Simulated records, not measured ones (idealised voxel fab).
process module | voxel transistor to metal
cross-section cut | 155 nm wide | cells 5 nm
A cross-section is a grid of square cells, given in bands from the top down. A band is one or more rows of cells.
Each band's line starts with the height of the band's top and of its bottom, in nm. Then come its materials from left to right, each with its width in nm. One material with "throughout" fills the band from edge to edge. "air" is empty space.
Height 0 is the level under which the wafer as received is all one material. The lowest band goes on downwards, as in "0 down".
A width such as "30 to 40" changes by the same amount from each row of cells to the next, from the band's top row to its bottom row.
"no change" after a step means that no cell of the cross-section changed.
closed voids: empty space of 8 cells or more with no open way to the top, each as width x height at its distance from the left edge, in nm
after a step's settings: what the simulator itself notes on the step
overlay nm, on a step with a mask: how far to the right of its planned place the mask lay; to the left if negative
plan
1 op RECEIVE | material Si
2 op OXIDIZE | depth nm 5
3 op CONFORMAL_DEP | material SiN | thk nm 10
4 op MASKED_ETCH | tone cover | mask id ACTIVE | width nm 120 | etch materials SiN | depth nm 10 | overlay nm 0
5 op MASKED_ETCH | tone cover | mask id ACTIVE | width nm 120 | etch materials SiO2 | depth nm 5 | overlay nm 0
6 op MASKED_ETCH | tone cover | mask id ACTIVE | width nm 120 | etch materials Si | depth nm 20 | overlay nm 0
7 op FILL_DEP | material SiO2 | thk nm 15
8 op CMP | height nm 10
9 op SELECTIVE_ETCH | etch materials SiO2 | depth nm 10
10 op STRIP | etch materials SiN
11 op SELECTIVE_ETCH | etch materials SiO2 | depth nm 5
12 op OXIDIZE | depth nm 5
13 op DIRECTIONAL_DEP | material polySi | thk nm 20
14 op DIRECTIONAL_DEP | material SiCN | thk nm 10
15 op MASKED_ETCH | tone cover | mask id GATE | width nm 30 | etch materials SiCN | depth nm 20 | overlay nm 0
16 op MASKED_ETCH | tone cover | mask id GATE | width nm 30 | etch materials polySi | depth nm 30 | overlay nm 0
17 op CONFORMAL_DEP | material SiN | thk nm 10
18 op DIRECTIONAL_ETCH | etch materials SiN | depth nm 10
19 op DIRECTIONAL_ETCH | etch materials SiO2 | depth nm 5
20 op EPI | material pSi | thk nm 5
21 op FILL_DEP | material SiO2 | thk nm 5
22 op CMP | height nm 15
23 op STRIP | etch materials polySi
24 op SELECTIVE_ETCH | etch materials SiO2 | depth nm 5
25 op CONFORMAL_DEP | material HfO2 | thk nm 5
26 op CONFORMAL_DEP | material TiN | thk nm 5
27 op FILL_DEP | material W | thk nm 10
28 op CMP | height nm 10
29 op DIRECTIONAL_DEP | material SiO2 | thk nm 15
30 op PATTERN | tone open | mask id CONTACT | material resist | width nm 20 | pitch nm 80 | thk nm 15 | overlay nm 0
31 op DIRECTIONAL_ETCH | etch materials SiO2 | depth nm 30
32 op STRIP | etch materials resist
33 op CONFORMAL_DEP | material TiN | thk nm 5
34 op FILL_DEP | material W | thk nm 5
35 op CMP | height nm 25
36 op DIRECTIONAL_DEP | material TiN | thk nm 5
37 op DIRECTIONAL_DEP | material Ru | thk nm 20
38 op PATTERN | tone cover | mask id METAL_1 | material resist | width nm 20 | pitch nm 80 | thk nm 15 | overlay nm 0
39 op DIRECTIONAL_ETCH | etch materials Ru | depth nm 20
40 op DIRECTIONAL_ETCH | etch materials TiN | depth nm 5
41 op STRIP | etch materials resist
42 op FILL_DEP | material lowk | thk nm 5
43 op CMP | height nm 50
44 op CONFORMAL_DEP | material SiCN | thk nm 5
first wafer, as planned
as received, after step 1
  0 down: Si throughout
  closed voids: none
after step 2
  0 to -5: SiO2 throughout
  below -5: unchanged
after step 3
  10 to 0: SiN throughout
  below 0: unchanged
after step 4
  10 to 0: air 15 | SiN 120 | air 20
  below 0: unchanged
after step 5
  10 to 0: air 15 | SiN 120 | air 20
  0 to -5: air 15 | SiO2 120 | air 20
  below -5: unchanged
after step 6
  10 to 0: air 15 | SiN 120 | air 20
  0 to -5: air 15 | SiO2 120 | air 20
  -5 to -25: air 15 | Si 120 | air 20
  below -25: unchanged
after step 7
  25 to 10: SiO2 throughout
  10 to 0: SiO2 15 | SiN 120 | SiO2 20
  0 to -5: SiO2 throughout
  -5 to -25: SiO2 15 | Si 120 | SiO2 20
  below -25: unchanged
after step 8
  10 to 0: SiO2 15 | SiN 120 | SiO2 20
  below 0: unchanged
after step 9
  10 to 0: air 15 | SiN 120 | air 20
  below 0: unchanged
after step 10
  0 to -5: SiO2 throughout
  below -5: unchanged
after step 11
  -5 to -25: SiO2 15 | Si 120 | SiO2 20
  below -25: unchanged
after step 12
  -5 to -10: SiO2 throughout
  below -10: unchanged
after step 13
  15 to -5: polySi throughout
  below -5: unchanged
after step 14
  25 to 15: SiCN throughout
  below 15: unchanged
after step 15
  25 to 15: air 60 | SiCN 30 | air 65
  below 15: unchanged
after step 16
  25 to 15: air 60 | SiCN 30 | air 65
  15 to -5: air 60 | polySi 30 | air 65
  below -5: unchanged
after step 17
  35 to 25: air 50 | SiN 50 | air 55
  25 to 15: air 50 | SiN 10 | SiCN 30 | SiN 10 | air 55
  15 to 5: air 50 | SiN 10 | polySi 30 | SiN 10 | air 55
  5 to -5: SiN 60 | polySi 30 | SiN 65
  below -5: unchanged
after step 18
  25 to 15: air 50 | SiN 10 | SiCN 30 | SiN 10 | air 55
  15 to -5: air 50 | SiN 10 | polySi 30 | SiN 10 | air 55
  below -5: unchanged
after step 19
  25 to 15: air 50 | SiN 10 | SiCN 30 | SiN 10 | air 55
  15 to -5: air 50 | SiN 10 | polySi 30 | SiN 10 | air 55
  -5 to -10: air 50 | SiO2 50 | air 55
  below -10: unchanged
after step 20
  25 to 15: air 50 | SiN 10 | SiCN 30 | SiN 10 | air 55
  15 to -5: air 50 | SiN 10 | polySi 30 | SiN 10 | air 55
  -5 to -10: air 10 | pSi 40 | SiO2 50 | pSi 40 | air 15
  below -10: unchanged
after step 21
  30 to 25: SiO2 throughout
  25 to 15: SiO2 50 | SiN 10 | SiCN 30 | SiN 10 | SiO2 55
  15 to -5: SiO2 50 | SiN 10 | polySi 30 | SiN 10 | SiO2 55
  -5 to -10: SiO2 10 | pSi 40 | SiO2 50 | pSi 40 | SiO2 15
  below -10: unchanged
after step 22
  15 to -5: SiO2 50 | SiN 10 | polySi 30 | SiN 10 | SiO2 55
  below -5: unchanged
after step 23
  15 to -5: SiO2 50 | SiN 10 | air 30 | SiN 10 | SiO2 55
  below -5: unchanged
after step 24
  15 to 10: air 50 | SiN 10 | air 30 | SiN 10 | air 55
  10 to -5: SiO2 50 | SiN 10 | air 30 | SiN 10 | SiO2 55
  -5 to -10: SiO2 10 | pSi 40 | SiO2 5 | air 40 | SiO2 5 | pSi 40 | SiO2 15
  below -10: unchanged
after step 25
  20 to 15: air 45 | HfO2 20 | air 20 | HfO2 20 | air 50
  15 to 10: HfO2 50 | SiN 10 | HfO2 5 | air 20 | HfO2 5 | SiN 10 | HfO2 55
  10 to -5: SiO2 50 | SiN 10 | HfO2 5 | air 20 | HfO2 5 | SiN 10 | SiO2 55
  -5 to -10: SiO2 10 | pSi 40 | SiO2 5 | HfO2 40 | SiO2 5 | pSi 40 | SiO2 15
  below -10: unchanged
after step 26
  25 to 20: air 40 | TiN 30 | air 10 | TiN 30 | air 45
  20 to 15: TiN 45 | HfO2 20 | TiN 5 | air 10 | TiN 5 | HfO2 20 | TiN 50
  15 to 10: HfO2 50 | SiN 10 | HfO2 5 | TiN 5 | air 10 | TiN 5 | HfO2 5 | SiN 10 | HfO2 55
  10 to 0: SiO2 50 | SiN 10 | HfO2 5 | TiN 5 | air 10 | TiN 5 | HfO2 5 | SiN 10 | SiO2 55
  0 to -5: SiO2 50 | SiN 10 | HfO2 5 | TiN 20 | HfO2 5 | SiN 10 | SiO2 55
  below -5: unchanged
after step 27
  35 to 25: W throughout
  25 to 20: W 40 | TiN 30 | W 10 | TiN 30 | W 45
  20 to 15: TiN 45 | HfO2 20 | TiN 5 | W 10 | TiN 5 | HfO2 20 | TiN 50
  15 to 10: HfO2 50 | SiN 10 | HfO2 5 | TiN 5 | W 10 | TiN 5 | HfO2 5 | SiN 10 | HfO2 55
  10 to 0: SiO2 50 | SiN 10 | HfO2 5 | TiN 5 | W 10 | TiN 5 | HfO2 5 | SiN 10 | SiO2 55
  below 0: unchanged
after step 28
  10 to 0: SiO2 50 | SiN 10 | HfO2 5 | TiN 5 | W 10 | TiN 5 | HfO2 5 | SiN 10 | SiO2 55
  below 0: unchanged
after step 29
  25 to 10: SiO2 throughout
  below 10: unchanged
after step 30
  40 to 25: resist 25 | air 20 | resist 60 | air 20 | resist 30
  below 25: unchanged
after step 31
  40 to 25: resist 25 | air 20 | resist 60 | air 20 | resist 30
  25 to 10: SiO2 25 | air 20 | SiO2 60 | air 20 | SiO2 30
  10 to 0: SiO2 25 | air 20 | SiO2 5 | SiN 10 | HfO2 5 | TiN 5 | W 10 | TiN 5 | HfO2 5 | SiN 10 | SiO2 5 | air 20 | SiO2 30
  0 to -5: SiO2 25 | air 20 | SiO2 5 | SiN 10 | HfO2 5 | TiN 20 | HfO2 5 | SiN 10 | SiO2 5 | air 20 | SiO2 30
  below -5: unchanged
after step 32
  25 to 10: SiO2 25 | air 20 | SiO2 60 | air 20 | SiO2 30
  below 10: unchanged
after step 33
  30 to 25: TiN 30 | air 10 | TiN 70 | air 10 | TiN 35
  25 to 10: SiO2 25 | TiN 5 | air 10 | TiN 5 | SiO2 60 | TiN 5 | air 10 | TiN 5 | SiO2 30
  10 to 0: SiO2 25 | TiN 5 | air 10 | TiN 5 | SiO2 5 | SiN 10 | HfO2 5 | TiN 5 | W 10 | TiN 5 | HfO2 5 | SiN 10 | SiO2 5 | TiN 5 | air 10 | TiN 5 | SiO2 30
  0 to -5: SiO2 25 | TiN 20 | SiO2 5 | SiN 10 | HfO2 5 | TiN 20 | HfO2 5 | SiN 10 | SiO2 5 | TiN 20 | SiO2 30
  below -5: unchanged
after step 34
  35 to 30: W throughout
  30 to 25: TiN 30 | W 10 | TiN 70 | W 10 | TiN 35
  25 to 10: SiO2 25 | TiN 5 | W 10 | TiN 5 | SiO2 60 | TiN 5 | W 10 | TiN 5 | SiO2 30
  10 to 0: SiO2 25 | TiN 5 | W 10 | TiN 5 | SiO2 5 | SiN 10 | HfO2 5 | TiN 5 | W 10 | TiN 5 | HfO2 5 | SiN 10 | SiO2 5 | TiN 5 | W 10 | TiN 5 | SiO2 30
  below 0: unchanged
after step 35
  25 to 10: SiO2 25 | TiN 5 | W 10 | TiN 5 | SiO2 60 | TiN 5 | W 10 | TiN 5 | SiO2 30
  below 10: unchanged
after step 36
  30 to 25: TiN throughout
  below 25: unchanged
after step 37
  50 to 30: Ru throughout
  below 30: unchanged
after step 38
  65 to 50: air 25 | resist 20 | air 60 | resist 20 | air 30
  below 50: unchanged
after step 39
  65 to 50: air 25 | resist 20 | air 60 | resist 20 | air 30
  50 to 30: air 25 | Ru 20 | air 60 | Ru 20 | air 30
  below 30: unchanged
after step 40
  65 to 50: air 25 | resist 20 | air 60 | resist 20 | air 30
  50 to 30: air 25 | Ru 20 | air 60 | Ru 20 | air 30
  30 to 25: air 25 | TiN 20 | air 60 | TiN 20 | air 30
  below 25: unchanged
after step 41
  50 to 30: air 25 | Ru 20 | air 60 | Ru 20 | air 30
  below 30: unchanged
after step 42
  55 to 50: lowk throughout
  50 to 30: lowk 25 | Ru 20 | lowk 60 | Ru 20 | lowk 30
  30 to 25: lowk 25 | TiN 20 | lowk 60 | TiN 20 | lowk 30
  below 25: unchanged
after step 43
  50 to 30: lowk 25 | Ru 20 | lowk 60 | Ru 20 | lowk 30
  below 30: unchanged
after step 44
  55 to 50: SiCN throughout
  below 50: unchanged
second wafer: like start, like plan, one mistake. Through step 24 it matches the first wafer
when step 25 should have ended
  20 to 15: air 45 | TiN 20 | air 20 | TiN 20 | air 50
  15 to 10: TiN 50 | SiN 10 | TiN 5 | air 20 | TiN 5 | SiN 10 | TiN 55
  10 to -5: SiO2 50 | SiN 10 | TiN 5 | air 20 | TiN 5 | SiN 10 | SiO2 55
  -5 to -10: SiO2 10 | pSi 40 | SiO2 5 | TiN 40 | SiO2 5 | pSi 40 | SiO2 15
  below -10: unchanged
when step 26 should have ended
  25 to 20: air 40 | HfO2 30 | air 10 | HfO2 30 | air 45
  20 to 15: HfO2 45 | TiN 20 | HfO2 5 | air 10 | HfO2 5 | TiN 20 | HfO2 50
  15 to 10: TiN 50 | SiN 10 | TiN 5 | HfO2 5 | air 10 | HfO2 5 | TiN 5 | SiN 10 | TiN 55
  10 to 0: SiO2 50 | SiN 10 | TiN 5 | HfO2 5 | air 10 | HfO2 5 | TiN 5 | SiN 10 | SiO2 55
  0 to -5: SiO2 50 | SiN 10 | TiN 5 | HfO2 20 | TiN 5 | SiN 10 | SiO2 55
  below -5: unchanged
when step 27 should have ended
  35 to 25: W throughout
  25 to 20: W 40 | HfO2 30 | W 10 | HfO2 30 | W 45
  20 to 15: HfO2 45 | TiN 20 | HfO2 5 | W 10 | HfO2 5 | TiN 20 | HfO2 50
  15 to 10: TiN 50 | SiN 10 | TiN 5 | HfO2 5 | W 10 | HfO2 5 | TiN 5 | SiN 10 | TiN 55
  10 to 0: SiO2 50 | SiN 10 | TiN 5 | HfO2 5 | W 10 | HfO2 5 | TiN 5 | SiN 10 | SiO2 55
  below 0: unchanged
when step 28 should have ended
  10 to 0: SiO2 50 | SiN 10 | TiN 5 | HfO2 5 | W 10 | HfO2 5 | TiN 5 | SiN 10 | SiO2 55
  below 0: unchanged
when step 29 should have ended
  25 to 10: SiO2 throughout
  below 10: unchanged
when step 30 should have ended
  40 to 25: resist 25 | air 20 | resist 60 | air 20 | resist 30
  below 25: unchanged
when step 31 should have ended
  40 to 25: resist 25 | air 20 | resist 60 | air 20 | resist 30
  25 to 10: SiO2 25 | air 20 | SiO2 60 | air 20 | SiO2 30
  10 to 0: SiO2 25 | air 20 | SiO2 5 | SiN 10 | TiN 5 | HfO2 5 | W 10 | HfO2 5 | TiN 5 | SiN 10 | SiO2 5 | air 20 | SiO2 30
  0 to -5: SiO2 25 | air 20 | SiO2 5 | SiN 10 | TiN 5 | HfO2 20 | TiN 5 | SiN 10 | SiO2 5 | air 20 | SiO2 30
  below -5: unchanged
when step 32 should have ended
  25 to 10: SiO2 25 | air 20 | SiO2 60 | air 20 | SiO2 30
  below 10: unchanged
when step 33 should have ended
  30 to 25: TiN 30 | air 10 | TiN 70 | air 10 | TiN 35
  25 to 10: SiO2 25 | TiN 5 | air 10 | TiN 5 | SiO2 60 | TiN 5 | air 10 | TiN 5 | SiO2 30
  10 to 0: SiO2 25 | TiN 5 | air 10 | TiN 5 | SiO2 5 | SiN 10 | TiN 5 | HfO2 5 | W 10 | HfO2 5 | TiN 5 | SiN 10 | SiO2 5 | TiN 5 | air 10 | TiN 5 | SiO2 30
  0 to -5: SiO2 25 | TiN 20 | SiO2 5 | SiN 10 | TiN 5 | HfO2 20 | TiN 5 | SiN 10 | SiO2 5 | TiN 20 | SiO2 30
  below -5: unchanged
when step 34 should have ended
  35 to 30: W throughout
  30 to 25: TiN 30 | W 10 | TiN 70 | W 10 | TiN 35
  25 to 10: SiO2 25 | TiN 5 | W 10 | TiN 5 | SiO2 60 | TiN 5 | W 10 | TiN 5 | SiO2 30
  10 to 0: SiO2 25 | TiN 5 | W 10 | TiN 5 | SiO2 5 | SiN 10 | TiN 5 | HfO2 5 | W 10 | HfO2 5 | TiN 5 | SiN 10 | SiO2 5 | TiN 5 | W 10 | TiN 5 | SiO2 30
  below 0: unchanged
when step 35 should have ended
  25 to 10: SiO2 25 | TiN 5 | W 10 | TiN 5 | SiO2 60 | TiN 5 | W 10 | TiN 5 | SiO2 30
  below 10: unchanged
when step 36 should have ended
  30 to 25: TiN throughout
  below 25: unchanged
when step 37 should have ended
  50 to 30: Ru throughout
  below 30: unchanged
when step 38 should have ended
  65 to 50: air 25 | resist 20 | air 60 | resist 20 | air 30
  below 50: unchanged
when step 39 should have ended
  65 to 50: air 25 | resist 20 | air 60 | resist 20 | air 30
  50 to 30: air 25 | Ru 20 | air 60 | Ru 20 | air 30
  below 30: unchanged
when step 40 should have ended
  65 to 50: air 25 | resist 20 | air 60 | resist 20 | air 30
  50 to 30: air 25 | Ru 20 | air 60 | Ru 20 | air 30
  30 to 25: air 25 | TiN 20 | air 60 | TiN 20 | air 30
  below 25: unchanged
when step 41 should have ended
  50 to 30: air 25 | Ru 20 | air 60 | Ru 20 | air 30
  below 30: unchanged
when step 42 should have ended
  55 to 50: lowk throughout
  50 to 30: lowk 25 | Ru 20 | lowk 60 | Ru 20 | lowk 30
  30 to 25: lowk 25 | TiN 20 | lowk 60 | TiN 20 | lowk 30
  below 25: unchanged
when step 43 should have ended
  50 to 30: lowk 25 | Ru 20 | lowk 60 | Ru 20 | lowk 30
  below 30: unchanged
when step 44 should have ended
  55 to 50: SiCN throughout
  below 50: unchanged
what went wrong: steps 25 and 26 were swapped
at the end the second wafer has, in cells: 6 fewer of HfO2 | 6 more of TiN
